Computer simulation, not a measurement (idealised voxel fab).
process module | voxel released beams
cross-section cut | 195 nm wide | cells 5 nm
A cross-section is a grid of square cells, given in bands from the top down. A band is one or more rows of cells.
Each band's line starts with the height of the band's top and of its bottom, in nm. Then come its materials from left to right, each with its width in nm. One material with "throughout" fills the band from edge to edge. "air" is empty space.
Height 0 is the level under which the wafer as received is all one material. The lowest band goes on downwards, as in "0 down".
A width such as "30 to 40" changes by the same amount from each row of cells to the next, from the band's top row to its bottom row.
"no change" after a step means that no cell of the cross-section changed.
closed voids: empty space of 8 cells or more with no open way to the top, each as width x height at its distance from the left edge, in nm
after a step's settings: what the simulator itself notes on the step
overlay nm, on a step with a mask: how far to the right of its planned place the mask lay; to the left if negative
plan
1 op RECEIVE | material Si
2 op CONFORMAL_DEP | material Al2O3 | thk nm 10
3 op DIRECTIONAL_DEP | material SiO2 | thk nm 20
4 op MASKED_ETCH | tone open | mask id ANCHOR | width nm 35 | etch materials SiO2 | depth nm 20 | overlay nm 0
5 op CONFORMAL_DEP | material SiN | thk nm 15
6 op PATTERN | tone cover | mask id BEAM | material resist | width nm 100 | thk nm 15 | overlay nm 0
7 op DIRECTIONAL_ETCH | etch materials SiN | depth nm 15
8 op STRIP | etch materials resist
9 op STRIP | etch materials SiO2
as received, after step 1
  0 down: Si throughout
  closed voids: none
first wafer at the end, as planned
  45 to 30: air 45 | SiN 20 | air 5 | SiN 75 | air 50
  30 to 25: air 50 | SiN 15 | air 5 | SiN 15 | air 110
  25 to 10: air 50 | SiN 35 | air 110
  10 to 0: Al2O3 throughout
  0 down: Si throughout
  closed voids: none
second wafer at the end: like start, like plan, one mistake
  45 to 30: air 45 | SiN 100 | air 50
  30 to 10: air 55 | SiN 25 | air 115
  10 to 0: Al2O3 throughout
  0 down: Si throughout
  closed voids: none
what went wrong: step 4 ran as: op MASKED_ETCH | tone open | mask id ANCHOR | width nm 25 | etch materials SiO2 | depth nm 20 | overlay nm 0
at the end the second wafer has, in cells: 4 fewer of SiN
